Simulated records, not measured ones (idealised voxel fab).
A process module follows: voxel released beams.
Pictured: cross-section cut, 240 nm wide, on a grid of 5 nm square cells.
A cross-section is a grid of square cells, given in bands from the top down. A band is one or more rows of cells. Heights first: top, then bottom, in nm. Then materials, left to right, each with a width in nm. "everywhere" on a single material: fills the band edge to edge. "air": empty space. Height datum 0, below which the as-received substrate wafer is one material. Lowest band open at the bottom, running downward: "from 0 down". With a width like "30 to 40", each row of cells in the band differs from the next by the same amount, the top row carrying the first number and the bottom row the second. The cross-section has no changed cell in any step marked "nothing different". "Listed closed voids" specifies each empty space that is not open to the top and that occupies no fewer than 8 cells, using the form width x height at distance, the distance measured from the left edge and all three quantities in nm. If you see something after the settings on a step's line, that's the simulator's own remark about that step. The "overlay nm" setting may appear on a step's line; for a step that uses a mask, it gives how far to the right of its planned position the mask lay, and a negative value indicates the left.
# plan
step 1: RECEIVE, material Si
step 2: CONFORMAL_DEP, material SiN, thk nm 5
step 3: DIRECTIONAL_DEP, material SiO2, thk nm 15
step 4: PATTERN, tone open, mask id ANCHOR, material resist, width nm 40, thk nm 15, overlay nm 0
step 5: DIRECTIONAL_ETCH, etch materials SiO2, depth nm 15
step 6: STRIP, etch materials resist
step 7: CONFORMAL_DEP, material TiN, thk nm 15
step 8: MASKED_ETCH, tone cover, mask id BEAM, width nm 85, etch materials TiN, depth nm 15, overlay nm 0
step 9: STRIP, etch materials SiO2
# First wafer of two (run as planned)
# Wafer cross-section on receipt, i.e. after step 1
from 0 down: Si everywhere
Listed closed voids: none
# Cross-sectional representation of the wafer at the conclusion of step 2
from 5 to 0: SiN everywhere
Anything lower than 0 is untouched.
# Cross-sectional representation of the wafer at the conclusion of step 3
from 20 to 5: SiO2 everywhere
Anything lower than 5 is untouched.
# Cross-sectional representation of the wafer at the conclusion of step 4
from 35 to 20: resist: 80, air: 40, resist: 120
Anything lower than 20 is untouched.
# Cross-sectional representation of the wafer at the conclusion of step 5
from 35 to 20: resist: 80, air: 40, resist: 120
from 20 to 5: SiO2: 80, air: 40, SiO2: 120
Anything lower than 5 is untouched.
# Cross-sectional representation of the wafer at the conclusion of step 6
from 20 to 5: SiO2: 80, air: 40, SiO2: 120
Anything lower than 5 is untouched.
# Cross-sectional representation of the wafer at the conclusion of step 7
from 35 to 20: TiN: 95, air: 10, TiN: 135
from 20 to 5: SiO2: 80, TiN: 40, SiO2: 120
Anything lower than 5 is untouched.
# Cross-sectional representation of the wafer at the conclusion of step 8
from 35 to 20: air: 75, TiN: 20, air: 10, TiN: 55, air: 80
Anything lower than 20 is untouched.
# Cross-sectional representation of the wafer at the conclusion of step 9
from 35 to 20: air: 75, TiN: 20, air: 10, TiN: 55, air: 80
from 20 to 5: air: 80, TiN: 40, air: 120
Anything lower than 5 is untouched.
# Second Wafer (Identical Start and Plan, One Processing Error; Matches First Wafer Through Step 7)
# Here is the second wafer in cross-section at the point where step 8 of the plan should have been done
from 35 to 25: air: 75, TiN: 20, air: 10, TiN: 55, air: 80
Anything lower than 25 is untouched.
Here is the second wafer in cross-section at the point where step 9 of the plan should have been done: nothing different
Nonconformance to the process plan: step 8 was run on a setting that differed from the plan, and what really ran there is MASKED_ETCH, tone cover, mask id BEAM, width nm 85, etch materials TiN, depth nm 10, overlay nm 0
Final tally in cells, some materials are higher or lower on the second wafer than on the first: SiO2 +120 | TiN +31
